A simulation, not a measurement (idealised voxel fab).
The following is a process module called voxel ribs on slabs.
Shown is cross-section cut, with a width of 180 nm and square cells of size 5 nm.
Each cross-section below is a grid of square cells, stated as bands in top-down order, with one or more rows of cells making up each band. For a band, the entry starts with two heights in nm, that of the top and then that of the bottom, and carries on with the band's materials in order from left to right, each alongside its width in nm; the word "full width" beside a single material means it fills the band edge to edge, and "empty" means empty space. We count height from 0. Below that, the starting wafer is all one material. The lowest band never ends at the bottom but goes on down; see "top 0, no bottom" for how that is written. Graded width ("30..40"): value in top row of band = first number; value in bottom row = second number; row-to-row change constant. Any step labelled "stayed the same" changed none of the cells in the cross-section. "closed voids" - sealed voids, min. 8 cells, no opening to top; format: width x height at distance (distance from left edge; nm throughout). Step line, after settings: the simulator's comment on this step. overlay nm: how far to the right of its planned place the mask lay on this masked step (negative: to the left).

Planned step list for the process:
1: RECEIVE (material Si)
2: DIRECTIONAL_DEP (material SiO2; thk nm 25)
3: DIRECTIONAL_DEP (material polySi; thk nm 15)
4: DIRECTIONAL_DEP (material aC; thk nm 10)
5: PATTERN (tone cover; mask id RIB; material resist; width nm 20; thk nm 30; overlay nm 0)
6: DIRECTIONAL_ETCH (etch materials aC; depth nm 10)
7: STRIP (etch materials resist)
8: DIRECTIONAL_ETCH (etch materials polySi; depth nm 10)
9: STRIP (etch materials aC)
10: PATTERN (tone cover; mask id SLAB; material resist; width nm 70; thk nm 15; overlay nm 0)
11: DIRECTIONAL_ETCH (etch materials polySi; depth nm 5)
12: STRIP (etch materials resist)
13: FILL_DEP (material SiO2; thk nm 25)
14: CMP (height nm 55)
15: DIRECTIONAL_DEP (material TiN; thk nm 10)
16: PATTERN (tone cover; mask id HEATER; material resist; width nm 30; thk nm 15; overlay nm 0)
17: DIRECTIONAL_ETCH (etch materials TiN; depth nm 10)
18: STRIP (etch materials resist)
19: CONFORMAL_DEP (material SiN; thk nm 5)

Cross-section, incoming material, after step 1:
top 0, no bottom: Si full width
closed voids: none

The cross-section shown corresponds to the wafer at the conclusion of the module. The initial structure and the process plan are those presented above; however, one mistake occurred in executing the plan:
top 65, bottom 55: empty=75; TiN=30; empty=75
top 55, bottom 40: SiO2 full width
top 40, bottom 30: SiO2=80; polySi=20; SiO2=80
top 30, bottom 25: SiO2=55; polySi=70; SiO2=55
top 25, bottom 0: SiO2 full width
top 0, no bottom: Si full width
closed voids: none
In executing the process, a mistake was made relative to the plan: no execution of plan step 19; skipped
